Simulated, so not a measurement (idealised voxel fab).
Documented hereafter: the process module known as voxel fin reveal.
Square cells of 5 nm make up the cross-section cut, whose width is 230 nm.
Notation: cross-section as square-cell grid; stated in bands, top first, going down; one or more cell rows per band. It is stipulated that each band's entry specify, in nanometres, the height of the top of the band and then that of its bottom, followed by the materials of the band in left-to-right sequence, each together with its width in nanometres. A single material marked by the word "full width" is understood to fill the band from edge to edge; the word "air" is understood to denote empty space. Heads up on the height convention: 0 is the point under which the incoming wafer is all one material, and the lowest band has no bottom, it just keeps going down, like "0 and below". Quick explanation for "30->40": the width changes in equal steps down the rows of cells, from the first number in the band's top row to the second number in its bottom row. The designation "remained the same", where it is given for a processing step, indicates that no cell of the cross-section was altered in the course of that step. Empty spaces counting at least 8 cells and having no open way to the top are listed in "Fully sealed cavities". The notation width x height at distance is used for each, the distance being from the left edge and all three values in nm. Text after the settings on a step's line: the simulator's own remark on that step. overlay nm: for a step with a mask, the amount by which the mask lay right of where it was planned; a negative amount means left of it.
-- The planned process steps are enumerated hereunder
1 RECEIVE,material Si
2 CONFORMAL_DEP,material SiN,thk nm 5
3 MASKED_ETCH,tone cover,mask id FINS,width nm 15,pitch nm 35,etch materials SiN,depth nm 5,overlay nm 0
4 MASKED_ETCH,tone cover,mask id FINS,width nm 15,pitch nm 35,etch materials Si,depth nm 30,overlay nm 0
5 OXIDIZE,depth nm 5
6 FILL_DEP,material SiO2,thk nm 5
7 CMP,height nm 5
8 SELECTIVE_ETCH,etch materials SiO2,depth nm 25
9 STRIP,etch materials SiN
-- This is the cross-section of the wafer as we received it, i.e. after step 1
* 0 and below  Si full width
* Fully sealed cavities: none
-- Wafer cross-section at end of module: start and plan as shown above, one execution error
* 0 down to -30  90 of air / 5 of SiO2 / 5 of Si / 5 of SiO2 / 20 of air / 5 of SiO2 / 5 of Si / 5 of SiO2 / 90 of air
* -30 down to -35  95 of SiO2 / 5 of Si / 30 of SiO2 / 5 of Si / 95 of SiO2
* -35 and below  Si full width
* Fully sealed cavities: none
What was the processing mistake? so step 6 ended up running with a different setting than we planned, it ran as FILL_DEP,material SiN,thk nm 5
